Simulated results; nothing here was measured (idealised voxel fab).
Process module, titled voxel lift off
FYI the section here is cut, 270 nm wide, cells are 5 nm squares.
Cross-section layout: square cells on a grid; listed as bands, top to bottom; a band spans one or more cell rows.
Basically the band line says how high the top is and how high the bottom is, in nm, and then what's in it from left to right, every material with its width in nm. Empty space shows up as "air", and if a single material carries "all across" it runs the full band edge to edge.
Heights from 0 (as-received wafer is one material below). Bottom band endless downward, as "0 down".
You'd read "30 to 40" like this: the band's top row of cells is as wide as the first number, its bottom row is as wide as the second, and going down, every row changes width by the same amount as the row before did.
Reading "remained unchanged" for a step: not a cell of the cross-section changed in it.
Basically, "Enclosed voids" tells you about the enclosed voids: empty spaces with no open way to the top, 8 cells or bigger, each written width x height at distance, where distance is from the left edge, all in nm.
Note: text after step settings on the step line = simulator remark on that step.
"overlay nm" on a masked step: distance the mask lay right of its planned place, negative for left.
[The planned process steps are enumerated hereunder]
- 1: RECEIVE: material Si
- 2: CONFORMAL_DEP: material SiO2, thk nm 5
- 3: PATTERN: tone open, mask id LINES, material resist, width nm 25, pitch nm 50, thk nm 30, overlay nm 0
- 4: DIRECTIONAL_DEP: material Ru, thk nm 15
- 5: STRIP: etch materials resist
- 6: CONFORMAL_DEP: material SiO2, thk nm 10
[Here's what the wafer looked like in cross-section when it arrived - that's after step 1]
0 down  Si all across
Enclosed voids: none
[End-of-module XS, first of two wafers, run as planned]
30 to 20  35 of air, 45 of SiO2, 5 of air, 45 of SiO2, 5 of air, 45 of SiO2, 5 of air, 45 of SiO2, 40 of air
20 to 15  35 of air, 10 of SiO2, 25 of Ru, 10 of SiO2, 5 of air, 10 of SiO2, 25 of Ru, 10 of SiO2, 5 of air, 10 of SiO2, 25 of Ru, 10 of SiO2, 5 of air, 10 of SiO2, 25 of Ru, 10 of SiO2, 40 of air
15 to 5  45 of SiO2, 25 of Ru, 25 of SiO2, 25 of Ru, 25 of SiO2, 25 of Ru, 25 of SiO2, 25 of Ru, 50 of SiO2
5 to 0  SiO2 all across
0 down  Si all across
Enclosed voids: none
[Wafer two, sectioned after the module: the first wafer's start, the first wafer's plan, and one mistake in how it was run]
25 to 15  35 of air, 45 of SiO2, 5 of air, 45 of SiO2, 5 of air, 45 of SiO2, 5 of air, 45 of SiO2, 40 of air
15 to 10  35 of air, 10 of SiO2, 25 of Ru, 10 of SiO2, 5 of air, 10 of SiO2, 25 of Ru, 10 of SiO2, 5 of air, 10 of SiO2, 25 of Ru, 10 of SiO2, 5 of air, 10 of SiO2, 25 of Ru, 10 of SiO2, 40 of air
10 to 0  45 of SiO2, 25 of Ru, 25 of SiO2, 25 of Ru, 25 of SiO2, 25 of Ru, 25 of SiO2, 25 of Ru, 50 of SiO2
0 down  Si all across
Enclosed voids: none
Plan not followed: plan step 2 was not performed, having been skipped
Final tally in cells, some materials are higher or lower on the second wafer than on the first: -54 SiO2
